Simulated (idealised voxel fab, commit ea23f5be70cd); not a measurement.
Presented below is a process module, voxel transistor to metal.
Shown is cross-section cut, with a width of 280 nm and square cells of size 5 nm.
This document writes a cross-section as a grid whose cells are square, and gives it as bands, listed from the top down; one or more rows of cells form a band.
It is stipulated that each band's entry specify, in nanometres, the height of the top of the band and then that of its bottom, followed by the materials of the band in left-to-right sequence, each together with its width in nanometres. A single material marked by the word "edge to edge" is understood to fill the band from edge to edge; the word "air" is understood to denote empty space.
Height 0 is the level under which the wafer as received is all one material. The lowest band goes on downwards, as in "0 and below".
The expression "30..40" gives the width at the extremes of the band, the first number at its top row of cells and the second at its bottom row, with the width changing by equal amounts from each row to the next in between.
Reading "changes: none" for a step: not a cell of the cross-section changed in it.
This entry, "closed voids", enumerates those empty regions of no fewer than 8 cells that possess no open connection to the top. Each region is reported in the form width x height at distance, the distance being taken from the left edge, with all three quantities expressed in nm.
Anything after a step's settings on that line? It's the simulator's own note about the step.
The optional step-line setting "overlay nm" applies to steps with a mask and quantifies how far to the right of its planned location the mask lay, a negative value indicating leftward placement.
The steps planned for the process are as follows
1 RECEIVE [material Si]
2 OXIDIZE [depth nm 5]
3 CONFORMAL_DEP [material SiN] [thk nm 10]
4 PATTERN [tone cover] [mask id ACTIVE] [material resist] [width nm 105] [pitch nm 125] [thk nm 15] [overlay nm 0]
5 DIRECTIONAL_ETCH [etch materials SiN] [depth nm 10]
6 DIRECTIONAL_ETCH [etch materials SiO2] [depth nm 5]
7 DIRECTIONAL_ETCH [etch materials Si] [depth nm 30]
8 STRIP [etch materials resist]
9 OXIDIZE [depth nm 5]
10 FILL_DEP [material SiO2] [thk nm 15]
11 CMP [height nm 10]
12 SELECTIVE_ETCH [etch materials SiO2] [depth nm 5]
13 STRIP [etch materials SiN]
14 SELECTIVE_ETCH [etch materials SiO2] [depth nm 5]
15 OXIDIZE [depth nm 5]
16 DIRECTIONAL_DEP [material polySi] [thk nm 20]
17 DIRECTIONAL_DEP [material SiCN] [thk nm 15]
18 DIRECTIONAL_DEP [material aC] [thk nm 15]
19 PATTERN [tone cover] [mask id GATE] [material resist] [width nm 15] [pitch nm 125] [thk nm 30] [overlay nm 0]
20 DIRECTIONAL_ETCH [etch materials aC] [depth nm 15]
21 STRIP [etch materials resist]
22 DIRECTIONAL_ETCH [etch materials SiCN] [depth nm 25]
23 DIRECTIONAL_ETCH [etch materials polySi] [depth nm 30]
24 STRIP [etch materials aC]
25 CONFORMAL_DEP [material SiO2] [thk nm 5]
26 DIRECTIONAL_ETCH [etch materials SiO2] [depth nm 5]
27 CONFORMAL_DEP [material SiN] [thk nm 5]
28 DIRECTIONAL_ETCH [etch materials SiN] [depth nm 5]
29 DIRECTIONAL_ETCH [etch materials SiO2] [depth nm 5]
30 DIRECTIONAL_ETCH [etch materials Si] [depth nm 10]
31 EPI [material pSi] [thk nm 15]
32 FILL_DEP [material SiO2] [thk nm 5]
33 CMP [height nm 30]
34 DIRECTIONAL_DEP [material SiO2] [thk nm 10]
35 MASKED_ETCH [tone open] [mask id CONTACT] [width nm 35] [etch materials SiO2] [depth nm 45] [overlay nm 0]
36 CONFORMAL_DEP [material TiN] [thk nm 5]
37 FILL_DEP [material Ru] [thk nm 10]
38 CMP [height nm 40]
39 DIRECTIONAL_DEP [material TiN] [thk nm 5]
40 DIRECTIONAL_DEP [material W] [thk nm 20]
41 MASKED_ETCH [tone cover] [mask id METAL_1] [width nm 20] [etch materials W] [depth nm 20] [overlay nm 0]
42 MASKED_ETCH [tone cover] [mask id METAL_1] [width nm 20] [etch materials TiN] [depth nm 5] [overlay nm 0]
43 FILL_DEP [material lowk] [thk nm 5]
44 CMP [height nm 65]
45 CONFORMAL_DEP [material SiN] [thk nm 5]
First out of two wafers; run went to plan
Cross-sectional view of the wafer in its as-received condition, corresponding to the state after step 1
    0 and below = Si edge to edge
    closed voids: none
After step 2, in cross-section
    0 down to -5 = SiO2 edge to edge
    Lower than -5, everything is as it was.
After step 3, in cross-section
    10 down to 0 = SiN edge to edge
    Lower than 0, everything is as it was.
After step 4, in cross-section
    25 down to 10 = 25 air  105 resist  20 air  105 resist  25 air
    Lower than 10, everything is as it was.
After step 5, in cross-section
    25 down to 10 = 25 air  105 resist  20 air  105 resist  25 air
    10 down to 0 = 25 air  105 SiN  20 air  105 SiN  25 air
    Lower than 0, everything is as it was.
After step 6, in cross-section
    25 down to 10 = 25 air  105 resist  20 air  105 resist  25 air
    10 down to 0 = 25 air  105 SiN  20 air  105 SiN  25 air
    0 down to -5 = 25 air  105 SiO2  20 air  105 SiO2  25 air
    Lower than -5, everything is as it was.
After step 7, in cross-section
    25 down to 10 = 25 air  105 resist  20 air  105 resist  25 air
    10 down to 0 = 25 air  105 SiN  20 air  105 SiN  25 air
    0 down to -5 = 25 air  105 SiO2  20 air  105 SiO2  25 air
    -5 down to -35 = 25 air  105 Si  20 air  105 Si  25 air
    Lower than -35, everything is as it was.
After step 8, in cross-section
    10 down to 0 = 25 air  105 SiN  20 air  105 SiN  25 air
    Lower than 0, everything is as it was.
After step 9, in cross-section
    10 down to 0 = 25 air  105 SiN  20 air  105 SiN  25 air
    0 down to -5 = 25 air  105 SiO2  20 air  105 SiO2  25 air
    -5 down to -35 = 25 air  5 SiO2  95 Si  5 SiO2  20 air  5 SiO2  95 Si  5 SiO2  25 air
    -35 down to -40 = 30 SiO2  95 Si  30 SiO2  95 Si  30 SiO2
    Lower than -40, everything is as it was.
After step 10, in cross-section
    25 down to 10 = SiO2 edge to edge
    10 down to 0 = 25 SiO2  105 SiN  20 SiO2  105 SiN  25 SiO2
    0 down to -5 = SiO2 edge to edge
    -5 down to -40 = 30 SiO2  95 Si  30 SiO2  95 Si  30 SiO2
    Lower than -40, everything is as it was.
After step 11, in cross-section
    10 down to 0 = 25 SiO2  105 SiN  20 SiO2  105 SiN  25 SiO2
    Lower than 0, everything is as it was.
After step 12, in cross-section
    10 down to 5 = 25 air  105 SiN  20 air  105 SiN  25 air
    Lower than 5, everything is as it was.
After step 13, in cross-section
    5 down to 0 = 25 SiO2  105 air  20 SiO2  105 air  25 SiO2
    Lower than 0, everything is as it was.
After step 14, in cross-section
    0 down to -5 = 20 SiO2  115 air  10 SiO2  115 air  20 SiO2
    Lower than -5, everything is as it was.
After step 15, in cross-section
    0 down to -5 = 20 SiO2  115 air  10 SiO2  115 air  20 SiO2
    -5 down to -10 = SiO2 edge to edge
    Lower than -10, everything is as it was.
After step 16, in cross-section
    20 down to 15 = 20 polySi  115 air  10 polySi  115 air  20 polySi
    15 down to 0 = polySi edge to edge
    0 down to -5 = 20 SiO2  115 polySi  10 SiO2  115 polySi  20 SiO2
    Lower than -5, everything is as it was.
After step 17, in cross-section
    35 down to 30 = 20 SiCN  115 air  10 SiCN  115 air  20 SiCN
    30 down to 20 = SiCN edge to edge
    20 down to 15 = 20 polySi  115 SiCN  10 polySi  115 SiCN  20 polySi
    Lower than 15, everything is as it was.
After step 18, in cross-section
    50 down to 45 = 20 aC  115 air  10 aC  115 air  20 aC
    45 down to 35 = aC edge to edge
    35 down to 30 = 20 SiCN  115 aC  10 SiCN  115 aC  20 SiCN
    Lower than 30, everything is as it was.
After step 19, in cross-section
    80 down to 50 = 70 air  15 resist  110 air  15 resist  70 air
    50 down to 45 = 20 aC  50 air  15 resist  50 air  10 aC  50 air  15 resist  50 air  20 aC
    Lower than 45, everything is as it was.
After step 20, in cross-section
    65 down to 45 = 70 air  15 resist  110 air  15 resist  70 air
    45 down to 35 = 70 air  15 aC  110 air  15 aC  70 air
    35 down to 30 = 20 SiCN  50 air  15 aC  50 air  10 SiCN  50 air  15 aC  50 air  20 SiCN
    Lower than 30, everything is as it was.
After step 21, in cross-section
    45 down to 35 = 70 air  15 aC  110 air  15 aC  70 air
    Lower than 35, everything is as it was.
After step 22, in cross-section
    45 down to 30 = 70 air  15 aC  110 air  15 aC  70 air
    30 down to 20 = 70 air  15 SiCN  110 air  15 SiCN  70 air
    20 down to 15 = 20 polySi  50 air  15 SiCN  50 air  10 polySi  50 air  15 SiCN  50 air  20 polySi
    Lower than 15, everything is as it was.
After step 23, in cross-section
    45 down to 30 = 70 air  15 aC  110 air  15 aC  70 air
    30 down to 15 = 70 air  15 SiCN  110 air  15 SiCN  70 air
    15 down to 0 = 70 air  15 polySi  110 air  15 polySi  70 air
    0 down to -5 = 20 SiO2  50 air  15 polySi  50 air  10 SiO2  50 air  15 polySi  50 air  20 SiO2
    Lower than -5, everything is as it was.
After step 24, in cross-section
    30 down to 15 = 70 air  15 SiCN  110 air  15 SiCN  70 air
    Lower than 15, everything is as it was.
After step 25, in cross-section
    35 down to 30 = 65 air  25 SiO2  100 air  25 SiO2  65 air
    30 down to 15 = 65 air  5 SiO2  15 SiCN  5 SiO2  100 air  5 SiO2  15 SiCN  5 SiO2  65 air
    15 down to 5 = 65 air  5 SiO2  15 polySi  5 SiO2  100 air  5 SiO2  15 polySi  5 SiO2  65 air
    5 down to 0 = 25 SiO2  40 air  5 SiO2  15 polySi  5 SiO2  40 air  20 SiO2  40 air  5 SiO2  15 polySi  5 SiO2  40 air  25 SiO2
    0 down to -5 = 70 SiO2  15 polySi  110 SiO2  15 polySi  70 SiO2
    Lower than -5, everything is as it was.
After step 26, in cross-section
    30 down to 15 = 65 air  5 SiO2  15 SiCN  5 SiO2  100 air  5 SiO2  15 SiCN  5 SiO2  65 air
    15 down to 0 = 65 air  5 SiO2  15 polySi  5 SiO2  100 air  5 SiO2  15 polySi  5 SiO2  65 air
    0 down to -5 = 25 SiO2  40 air  5 SiO2  15 polySi  5 SiO2  40 air  20 SiO2  40 air  5 SiO2  15 polySi  5 SiO2  40 air  25 SiO2
    Lower than -5, everything is as it was.
After step 27, in cross-section
    35 down to 30 = 60 air  35 SiN  90 air  35 SiN  60 air
    30 down to 15 = 60 air  5 SiN  5 SiO2  15 SiCN  5 SiO2  5 SiN  90 air  5 SiN  5 SiO2  15 SiCN  5 SiO2  5 SiN  60 air
    15 down to 5 = 60 air  5 SiN  5 SiO2  15 polySi  5 SiO2  5 SiN  90 air  5 SiN  5 SiO2  15 polySi  5 SiO2  5 SiN  60 air
    5 down to 0 = 30 SiN  30 air  5 SiN  5 SiO2  15 polySi  5 SiO2  5 SiN  30 air  30 SiN  30 air  5 SiN  5 SiO2  15 polySi  5 SiO2  5 SiN  30 air  30 SiN
    0 down to -5 = 25 SiO2  40 SiN  5 SiO2  15 polySi  5 SiO2  40 SiN  20 SiO2  40 SiN  5 SiO2  15 polySi  5 SiO2  40 SiN  25 SiO2
    Lower than -5, everything is as it was.
After step 28, in cross-section
    30 down to 15 = 60 air  5 SiN  5 SiO2  15 SiCN  5 SiO2  5 SiN  90 air  5 SiN  5 SiO2  15 SiCN  5 SiO2  5 SiN  60 air
    15 down to 0 = 60 air  5 SiN  5 SiO2  15 polySi  5 SiO2  5 SiN  90 air  5 SiN  5 SiO2  15 polySi  5 SiO2  5 SiN  60 air
    0 down to -5 = 25 SiO2  5 SiN  30 air  5 SiN  5 SiO2  15 polySi  5 SiO2  5 SiN  30 air  5 SiN  20 SiO2  5 SiN  30 air  5 SiN  5 SiO2  15 polySi  5 SiO2  5 SiN  30 air  5 SiN  25 SiO2
    Lower than -5, everything is as it was.
After step 29, in cross-section
    30 down to 25 = 60 air  5 SiN  5 air  15 SiCN  5 air  5 SiN  90 air  5 SiN  5 air  15 SiCN  5 air  5 SiN  60 air
    25 down to 15 = 60 air  5 SiN  5 SiO2  15 SiCN  5 SiO2  5 SiN  90 air  5 SiN  5 SiO2  15 SiCN  5 SiO2  5 SiN  60 air
    15 down to 0 = 60 air  5 SiN  5 SiO2  15 polySi  5 SiO2  5 SiN  90 air  5 SiN  5 SiO2  15 polySi  5 SiO2  5 SiN  60 air
    0 down to -5 = 25 air  5 SiN  30 air  5 SiN  5 SiO2  15 polySi  5 SiO2  5 SiN  30 air  5 SiN  20 air  5 SiN  30 air  5 SiN  5 SiO2  15 polySi  5 SiO2  5 SiN  30 air  5 SiN  25 air
    -5 down to -10 = 30 SiO2  30 air  35 SiO2  30 air  30 SiO2  30 air  35 SiO2  30 air  30 SiO2
    Lower than -10, everything is as it was.
After step 30, in cross-section
    30 down to 25 = 60 air  5 SiN  5 air  15 SiCN  5 air  5 SiN  90 air  5 SiN  5 air  15 SiCN  5 air  5 SiN  60 air
    25 down to 15 = 60 air  5 SiN  5 SiO2  15 SiCN  5 SiO2  5 SiN  90 air  5 SiN  5 SiO2  15 SiCN  5 SiO2  5 SiN  60 air
    15 down to 0 = 60 air  5 SiN  5 SiO2  15 polySi  5 SiO2  5 SiN  90 air  5 SiN  5 SiO2  15 polySi  5 SiO2  5 SiN  60 air
    0 down to -5 = 25 air  5 SiN  30 air  5 SiN  5 SiO2  15 polySi  5 SiO2  5 SiN  30 air  5 SiN  20 air  5 SiN  30 air  5 SiN  5 SiO2  15 polySi  5 SiO2  5 SiN  30 air  5 SiN  25 air
    -5 down to -10 = 30 SiO2  30 air  35 SiO2  30 air  30 SiO2  30 air  35 SiO2  30 air  30 SiO2
    -10 down to -20 = 30 SiO2  30 air  35 Si  30 air  30 SiO2  30 air  35 Si  30 air  30 SiO2
    Lower than -20, everything is as it was.
After step 31, in cross-section
    30 down to 25 = 60 air  5 SiN  5 air  15 SiCN  5 air  5 SiN  90 air  5 SiN  5 air  15 SiCN  5 air  5 SiN  60 air
    25 down to 15 = 60 air  5 SiN  5 SiO2  15 SiCN  5 SiO2  5 SiN  90 air  5 SiN  5 SiO2  15 SiCN  5 SiO2  5 SiN  60 air
    15 down to 5 = 60 air  5 SiN  5 SiO2  15 polySi  5 SiO2  5 SiN  90 air  5 SiN  5 SiO2  15 polySi  5 SiO2  5 SiN  60 air
    5 down to 0 = 45 air  15 pSi  5 SiN  5 SiO2  15 polySi  5 SiO2  5 SiN  15 pSi  60 air  15 pSi  5 SiN  5 SiO2  15 polySi  5 SiO2  5 SiN  15 pSi  45 air
    0 down to -5 = 25 air  5 SiN  15 air  15 pSi  5 SiN  5 SiO2  15 polySi  5 SiO2  5 SiN  15 pSi  15 air  5 SiN  20 air  5 SiN  15 air  15 pSi  5 SiN  5 SiO2  15 polySi  5 SiO2  5 SiN  15 pSi  15 air  5 SiN  25 air
    -5 down to -10 = 30 SiO2  30 pSi  35 SiO2  30 pSi  30 SiO2  30 pSi  35 SiO2  30 pSi  30 SiO2
    -10 down to -20 = 30 SiO2  30 pSi  35 Si  30 pSi  30 SiO2  30 pSi  35 Si  30 pSi  30 SiO2
    Lower than -20, everything is as it was.
After step 32, in cross-section
    35 down to 30 = SiO2 edge to edge
    30 down to 15 = 60 SiO2  5 SiN  5 SiO2  15 SiCN  5 SiO2  5 SiN  90 SiO2  5 SiN  5 SiO2  15 SiCN  5 SiO2  5 SiN  60 SiO2
    15 down to 5 = 60 SiO2  5 SiN  5 SiO2  15 polySi  5 SiO2  5 SiN  90 SiO2  5 SiN  5 SiO2  15 polySi  5 SiO2  5 SiN  60 SiO2
    5 down to 0 = 45 SiO2  15 pSi  5 SiN  5 SiO2  15 polySi  5 SiO2  5 SiN  15 pSi  60 SiO2  15 pSi  5 SiN  5 SiO2  15 polySi  5 SiO2  5 SiN  15 pSi  45 SiO2
    0 down to -5 = 25 SiO2  5 SiN  15 SiO2  15 pSi  5 SiN  5 SiO2  15 polySi  5 SiO2  5 SiN  15 pSi  15 SiO2  5 SiN  20 SiO2  5 SiN  15 SiO2  15 pSi  5 SiN  5 SiO2  15 polySi  5 SiO2  5 SiN  15 pSi  15 SiO2  5 SiN  25 SiO2
    Lower than -5, everything is as it was.
After step 33, in cross-section
    30 down to 15 = 60 SiO2  5 SiN  5 SiO2  15 SiCN  5 SiO2  5 SiN  90 SiO2  5 SiN  5 SiO2  15 SiCN  5 SiO2  5 SiN  60 SiO2
    Lower than 15, everything is as it was.
After step 34, in cross-section
    40 down to 30 = SiO2 edge to edge
    Lower than 30, everything is as it was.
After step 35, in cross-section
    40 down to 30 = 30 SiO2  35 air  25 SiO2  35 air  30 SiO2  35 air  25 SiO2  35 air  30 SiO2
    30 down to 15 = 30 SiO2  30 air  5 SiN  5 SiO2  15 SiCN  5 SiO2  5 SiN  30 air  30 SiO2  30 air  5 SiN  5 SiO2  15 SiCN  5 SiO2  5 SiN  30 air  30 SiO2
    15 down to 5 = 30 SiO2  30 air  5 SiN  5 SiO2  15 polySi  5 SiO2  5 SiN  30 air  30 SiO2  30 air  5 SiN  5 SiO2  15 polySi  5 SiO2  5 SiN  30 air  30 SiO2
    5 down to 0 = 30 SiO2  15 air  15 pSi  5 SiN  5 SiO2  15 polySi  5 SiO2  5 SiN  15 pSi  15 air  30 SiO2  15 air  15 pSi  5 SiN  5 SiO2  15 polySi  5 SiO2  5 SiN  15 pSi  15 air  30 SiO2
    0 down to -5 = 25 SiO2  5 SiN  15 air  15 pSi  5 SiN  5 SiO2  15 polySi  5 SiO2  5 SiN  15 pSi  15 air  5 SiN  20 SiO2  5 SiN  15 air  15 pSi  5 SiN  5 SiO2  15 polySi  5 SiO2  5 SiN  15 pSi  15 air  5 SiN  25 SiO2
    Lower than -5, everything is as it was.
After step 36, in cross-section
    45 down to 40 = 35 TiN  25 air  35 TiN  25 air  40 TiN  25 air  35 TiN  25 air  35 TiN
    40 down to 30 = 30 SiO2  5 TiN  25..20 air  5..10 TiN  25 SiO2  5..10 TiN  25..20 air  5 TiN  30 SiO2  5 TiN  25..20 air  5..10 TiN  25 SiO2  5..10 TiN  25..20 air  5 TiN  30 SiO2
    30 down to 15 = 30 SiO2  5 TiN  20 air  5 TiN  5 SiN  5 SiO2  15 SiCN  5 SiO2  5 SiN  5 TiN  20 air  5 TiN  30 SiO2  5 TiN  20 air  5 TiN  5 SiN  5 SiO2  15 SiCN  5 SiO2  5 SiN  5 TiN  20 air  5 TiN  30 SiO2
    15 down to 5 = 30 SiO2  5 TiN  20..5 air  5..20 TiN  5 SiN  5 SiO2  15 polySi  5 SiO2  5 SiN  5..20 TiN  20..5 air  5 TiN  30 SiO2  5 TiN  20..5 air  5..20 TiN  5 SiN  5 SiO2  15 polySi  5 SiO2  5 SiN  5..20 TiN  20..5 air  5 TiN  30 SiO2
    5 down to 0 = 30 SiO2  5 TiN  5 air  5 TiN  15 pSi  5 SiN  5 SiO2  15 polySi  5 SiO2  5 SiN  15 pSi  5 TiN  5 air  5 TiN  30 SiO2  5 TiN  5 air  5 TiN  15 pSi  5 SiN  5 SiO2  15 polySi  5 SiO2  5 SiN  15 pSi  5 TiN  5 air  5 TiN  30 SiO2
    0 down to -5 = 25 SiO2  5 SiN  15 TiN  15 pSi  5 SiN  5 SiO2  15 polySi  5 SiO2  5 SiN  15 pSi  15 TiN  5 SiN  20 SiO2  5 SiN  15 TiN  15 pSi  5 SiN  5 SiO2  15 polySi  5 SiO2  5 SiN  15 pSi  15 TiN  5 SiN  25 SiO2
    Lower than -5, everything is as it was.
After step 37, in cross-section
    55 down to 45 = Ru edge to edge
    45 down to 40 = 35 TiN  25 Ru  35 TiN  25 Ru  40 TiN  25 Ru  35 TiN  25 Ru  35 TiN
    40 down to 30 = 30 SiO2  5 TiN  25..20 Ru  5..10 TiN  25 SiO2  5..10 TiN  25..20 Ru  5 TiN  30 SiO2  5 TiN  25..20 Ru  5..10 TiN  25 SiO2  5..10 TiN  25..20 Ru  5 TiN  30 SiO2
    30 down to 15 = 30 SiO2  5 TiN  20 Ru  5 TiN  5 SiN  5 SiO2  15 SiCN  5 SiO2  5 SiN  5 TiN  20 Ru  5 TiN  30 SiO2  5 TiN  20 Ru  5 TiN  5 SiN  5 SiO2  15 SiCN  5 SiO2  5 SiN  5 TiN  20 Ru  5 TiN  30 SiO2
    15 down to 5 = 30 SiO2  5 TiN  20..5 Ru  5..20 TiN  5 SiN  5 SiO2  15 polySi  5 SiO2  5 SiN  5..20 TiN  20..5 Ru  5 TiN  30 SiO2  5 TiN  20..5 Ru  5..20 TiN  5 SiN  5 SiO2  15 polySi  5 SiO2  5 SiN  5..20 TiN  20..5 Ru  5 TiN  30 SiO2
    5 down to 0 = 30 SiO2  5 TiN  5 Ru  5 TiN  15 pSi  5 SiN  5 SiO2  15 polySi  5 SiO2  5 SiN  15 pSi  5 TiN  5 Ru  5 TiN  30 SiO2  5 TiN  5 Ru  5 TiN  15 pSi  5 SiN  5 SiO2  15 polySi  5 SiO2  5 SiN  15 pSi  5 TiN  5 Ru  5 TiN  30 SiO2
    Lower than 0, everything is as it was.
After step 38, in cross-section
    40 down to 30 = 30 SiO2  5 TiN  25..20 Ru  5..10 TiN  25 SiO2  5..10 TiN  25..20 Ru  5 TiN  30 SiO2  5 TiN  25..20 Ru  5..10 TiN  25 SiO2  5..10 TiN  25..20 Ru  5 TiN  30 SiO2
    Lower than 30, everything is as it was.
After step 39, in cross-section
    45 down to 40 = TiN edge to edge
    Lower than 40, everything is as it was.
After step 40, in cross-section
    65 down to 45 = W edge to edge
    Lower than 45, everything is as it was.
After step 41, in cross-section
    65 down to 45 = 30 air  20 W  55 air  20 W  30 air  20 W  55 air  20 W  30 air
    Lower than 45, everything is as it was.
After step 42, in cross-section
    65 down to 45 = 30 air  20 W  55 air  20 W  30 air  20 W  55 air  20 W  30 air
    45 down to 40 = 30 air  20 TiN  55 air  20 TiN  30 air  20 TiN  55 air  20 TiN  30 air
    Lower than 40, everything is as it was.
After step 43, in cross-section
    70 down to 65 = lowk edge to edge
    65 down to 45 = 30 lowk  20 W  55 lowk  20 W  30 lowk  20 W  55 lowk  20 W  30 lowk
    45 down to 40 = 30 lowk  20 TiN  55 lowk  20 TiN  30 lowk  20 TiN  55 lowk  20 TiN  30 lowk
    Lower than 40, everything is as it was.
After step 44, in cross-section
    65 down to 45 = 30 lowk  20 W  55 lowk  20 W  30 lowk  20 W  55 lowk  20 W  30 lowk
    Lower than 45, everything is as it was.
After step 45, in cross-section
    70 down to 65 = SiN edge to edge
    Lower than 65, everything is as it was.
Wafer two of the pair: same origin, same plan, one error during the run; identical to wafer one up to and including step 40
Cross-section, second wafer, at the end time the plan gives for step 41
    65 down to 45 = 30 W  20 air  55 W  20 air  30 W  20 air  55 W  20 air  30 W
    Lower than 45, everything is as it was.
Cross-section, second wafer, at the end time the plan gives for step 42: changes: none
Cross-section, second wafer, at the end time the plan gives for step 43
    70 down to 65 = lowk edge to edge
    65 down to 45 = 30 W  20 lowk  55 W  20 lowk  30 W  20 lowk  55 W  20 lowk  30 W
    Lower than 45, everything is as it was.
Cross-section, second wafer, at the end time the plan gives for step 44
    65 down to 45 = 30 W  20 lowk  55 W  20 lowk  30 W  20 lowk  55 W  20 lowk  30 W
    Lower than 45, everything is as it was.
Cross-section, second wafer, at the end time the plan gives for step 45
    70 down to 65 = SiN edge to edge
    Lower than 65, everything is as it was.
It is concluded that the wafer was processed incorrectly with respect to the plan, in that note that step 41 departed from the planned setting and was carried out as MASKED_ETCH [tone open] [mask id METAL_1] [width nm 20] [etch materials W] [depth nm 20] [overlay nm 0]
Cell-count delta at end, second wafer over first, by material: TiN: 40 more, W: 96 more, lowk: 136 fewer
